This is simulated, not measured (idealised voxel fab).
Process module heading - voxel tone inversion
cross-section cut | 160 nm wide | cells 5 nm
Bands, listed from the top down, are how a cross-section gets written in this document; the cross-section itself is a grid of square cells, and a band is one or more rows of them. Per band: top height and bottom height in nm, followed by the left-to-right materials and their widths in nm; "all across" marks a single material spanning edge to edge, "blank" marks empty space. Below 0: as-received wafer, all one material; heights counted from there. Lowest band: no bottom, goes on down, written "0 down". So if you see something like "30..40" for the width, read it as the top row of the band sitting at the first number and the bottom row at the second, with every row in between moving by the same amount as the last. "no change occurred" (step): cross-section cells unchanged, all of them. "Sealed internal cavities": sealed empty spaces, 8 cells or more, no open way to top, listed width x height at distance, with distance from the left edge and width, height and distance in nm. What comes after the settings on a step's line is commentary from the simulator itself on that step. When a step includes a mask, the "overlay nm" setting on its line states how far to the right of its planned place that mask lay, and negative values state how far to the left.
The steps planned for the process are as follows
| 1 | RECEIVE,material Si |
| 2 | CONFORMAL_DEP,material SiCN,thk nm 5 |
| 3 | DIRECTIONAL_DEP,material polySi,thk nm 25 |
| 4 | PATTERN,tone cover,mask id POSTS,material resist,width nm 25,pitch nm 50,thk nm 35,overlay nm 0 |
| 5 | DIRECTIONAL_ETCH,etch materials polySi,depth nm 25 |
| 6 | STRIP,etch materials resist |
| 7 | FILL_DEP,material SiO2,thk nm 10 |
| 8 | CMP,height nm 30 |
| 9 | STRIP,etch materials polySi |
Step 1 complete: cross-section of the wafer as received
* 0 down  Si all across
* Sealed internal cavities: none
Cross-section, end of module. Start: as above. Plan: as above. Execution: one mistake
* 30 to 25  SiO2 all across
* 25 to 0  40 nm SiO2, then 25 nm polySi, then 25 nm SiO2, then 25 nm polySi, then 45 nm SiO2
* 0 down  Si all across
* Sealed internal cavities: none
Plan not followed: step 2 was dropped from the plan's execution and never run
